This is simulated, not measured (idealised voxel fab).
The process module that follows is named voxel ribs on slabs.
Xsec cut, 155 nm wide, square cell size 5 nm.
Cross-section layout: square cells on a grid; listed as bands, top to bottom; a band spans one or more cell rows. This entry defines a band. It first specifies the height of the band's top and the height of its bottom in nm, and then specifies the band's materials from left to right, stating each material with its width in nm. The word "all across" identifies a single material that fills the band from edge to edge, while the word "empty" identifies empty space. Heads up on the height convention: 0 is the point under which the incoming wafer is all one material, and the lowest band has no bottom, it just keeps going down, like "from 0 down". So if you see something like "30->40" for the width, read it as the top row of the band sitting at the first number and the bottom row at the second, with every row in between moving by the same amount as the last. "no change" -> step changed no cross-section cell. You'll see "Closed void inventory" listing empty spaces that have no way open to the top, as long as they're 8 cells or more; the notation is width x height at distance, where the distance is from the left edge, and all of it is in nm. Step line, after settings: the simulator's comment on this step. "overlay nm" on a masked step: distance the mask lay right of its planned place, negative for left.

List of planned process steps:
1,op RECEIVE | material Si
2,op DIRECTIONAL_DEP | material SiO2 | thk nm 20
3,op DIRECTIONAL_DEP | material SiN | thk nm 15
4,op DIRECTIONAL_DEP | material aC | thk nm 15
5,op PATTERN | tone cover | mask id RIB | material resist | width nm 30 | thk nm 35 | overlay nm 0
6,op DIRECTIONAL_ETCH | etch materials aC | depth nm 15
7,op STRIP | etch materials resist
8,op DIRECTIONAL_ETCH | etch materials SiN | depth nm 10
9,op STRIP | etch materials aC
10,op MASKED_ETCH | tone cover | mask id SLAB | width nm 90 | etch materials SiN | depth nm 5 | overlay nm 0
11,op FILL_DEP | material SiO2 | thk nm 15
12,op CMP | height nm 45
13,op DIRECTIONAL_DEP | material W | thk nm 5
14,op MASKED_ETCH | tone cover | mask id HEATER | width nm 40 | etch materials W | depth nm 5 | overlay nm 0
15,op CONFORMAL_DEP | material SiN | thk nm 10

What follows covers the first of two wafers; it ran as planned:

Cross-section, incoming material, after step 1:
    from 0 down = Si all across
    Closed void inventory: none

Sectional view: wafer, after step 2:
    from 20 to 0 = SiO2 all across
    At heights below 0, the structure remains unaltered.

Sectional view: wafer, after step 3:
    from 35 to 20 = SiN all across
    At heights below 20, the structure remains unaltered.

Sectional view: wafer, after step 4:
    from 50 to 35 = aC all across
    At heights below 35, the structure remains unaltered.

Sectional view: wafer, after step 5:
    from 85 to 50 = empty (60) / resist (30) / empty (65)
    At heights below 50, the structure remains unaltered.

Sectional view: wafer, after step 6:
    from 70 to 50 = empty (60) / resist (30) / empty (65)
    from 50 to 35 = empty (60) / aC (30) / empty (65)
    At heights below 35, the structure remains unaltered.

Sectional view: wafer, after step 7:
    from 50 to 35 = empty (60) / aC (30) / empty (65)
    At heights below 35, the structure remains unaltered.

Sectional view: wafer, after step 8:
    from 50 to 35 = empty (60) / aC (30) / empty (65)
    from 35 to 25 = empty (60) / SiN (30) / empty (65)
    At heights below 25, the structure remains unaltered.

Sectional view: wafer, after step 9:
    from 35 to 25 = empty (60) / SiN (30) / empty (65)
    At heights below 25, the structure remains unaltered.

Sectional view: wafer, after step 10:
    from 35 to 25 = empty (60) / SiN (30) / empty (65)
    from 25 to 20 = empty (30) / SiN (90) / empty (35)
    At heights below 20, the structure remains unaltered.

Sectional view: wafer, after step 11:
    from 50 to 35 = SiO2 all across
    from 35 to 25 = SiO2 (60) / SiN (30) / SiO2 (65)
    from 25 to 20 = SiO2 (30) / SiN (90) / SiO2 (35)
    At heights below 20, the structure remains unaltered.

Sectional view: wafer, after step 12:
    from 45 to 35 = SiO2 all across
    At heights below 35, the structure remains unaltered.

Sectional view: wafer, after step 13:
    from 50 to 45 = W all across
    At heights below 45, the structure remains unaltered.

Sectional view: wafer, after step 14:
    from 50 to 45 = empty (55) / W (40) / empty (60)
    At heights below 45, the structure remains unaltered.

Sectional view: wafer, after step 15:
    from 60 to 55 = empty (45) / SiN (60) / empty (50)
    from 55 to 50 = SiN all across
    from 50 to 45 = SiN (55) / W (40) / SiN (60)
    At heights below 45, the structure remains unaltered.

Wafer two: like wafer one in start and plan, but with one mistake in execution; identical up to and including step 12:

Second wafer cross-section, taken as of the time the plan sets for step 13 to be done:
    from 50 to 45 = SiN all across
    At heights below 45, the structure remains unaltered.

Second wafer cross-section, taken as of the time the plan sets for step 14 to be done: no change

Second wafer cross-section, taken as of the time the plan sets for step 15 to be done:
    from 60 to 45 = SiN all across
    At heights below 45, the structure remains unaltered.
Short version of what went wrong: in deviation from the planned setting, step 13 was conducted as op DIRECTIONAL_DEP | material SiN | thk nm 5
Final cells, second wafer relative to first, materials higher or lower: +27 SiN; -8 W
